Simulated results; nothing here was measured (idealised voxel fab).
The document below concerns the process module designated voxel tone inversion.
Cross-section cut spans 210 nm and uses square cells 5 nm in size.
For the purposes of this document, a cross-section shall be understood as a grid of square cells, specified as bands listed in top-to-bottom order, each band consisting of one or more rows of cells.
This entry defines a band. It first specifies the height of the band's top and the height of its bottom in nm, and then specifies the band's materials from left to right, stating each material with its width in nm. The word "full width" identifies a single material that fills the band from edge to edge, while the word "air" identifies empty space.
For the purposes of this specification, 0 denotes the height below which the wafer in its as-received condition is composed wholly of one material, and the lowermost band, lacking a lower limit, extends downward without end, as expressed in "0 -> down".
You'd read "30..40" like this: the band's top row of cells is as wide as the first number, its bottom row is as wide as the second, and going down, every row changes width by the same amount as the row before did.
Basically "everything unchanged" means that step didn't change any cell in the cross-section.
Voids not open to the top, 8 cells minimum: see "Closed cavities". Written width x height at distance; distance is from the left edge; nm.
It should be noted that, on the line of a given step, the content following the step's settings is a remark produced by the simulator itself with respect to that step.
"overlay nm" answers the question of how far to the right of plan the mask lay on a step that has a mask, and when it is negative the answer is to the left.
THE PROCESS STEPS THAT WERE PLANNED ARE LISTED BELOW
| 1 | RECEIVE, material Si |
| 2 | CONFORMAL_DEP, material SiCN, thk nm 5 |
| 3 | DIRECTIONAL_DEP, material aC, thk nm 20 |
| 4 | PATTERN, tone cover, mask id POSTS, material resist, width nm 15, pitch nm 45, thk nm 30, overlay nm 0 |
| 5 | DIRECTIONAL_ETCH, etch materials aC, depth nm 20 |
| 6 | STRIP, etch materials resist |
| 7 | FILL_DEP, material SiO2, thk nm 5 |
| 8 | CMP, height nm 25 |
| 9 | STRIP, etch materials aC |
The thk nm used in step 2 is not the same on every wafer, whereas the starting condition is; the value printed in the plan is the first wafer's.
THIS IS HOW THE FIRST OF SEVERAL WAFERS LOOKED IN CROSS-SECTION WHEN IT ARRIVED, WHICH IS AFTER STEP 1
> 0 -> down = Si full width
> Closed cavities: none
BELOW, A ROW FOR EVERY WAFER. READ IT AS THE END-OF-MODULE PICTURE: FOR EACH MATERIAL THE WAFER SHOWS ITS CELLS GAINED (+) OR LOST (-) SINCE IT WAS RECEIVED, AND THEN ITS CLOSED VOIDS
thk nm 5, +42 SiCN, +144 SiO2, Closed cavities: none
thk nm 10, +84 SiCN, +108 SiO2, Closed cavities: none
thk nm 15, +126 SiCN, +72 SiO2, Closed cavities: none
thk nm 20, +168 SiCN, +36 SiO2, Closed cavities: none
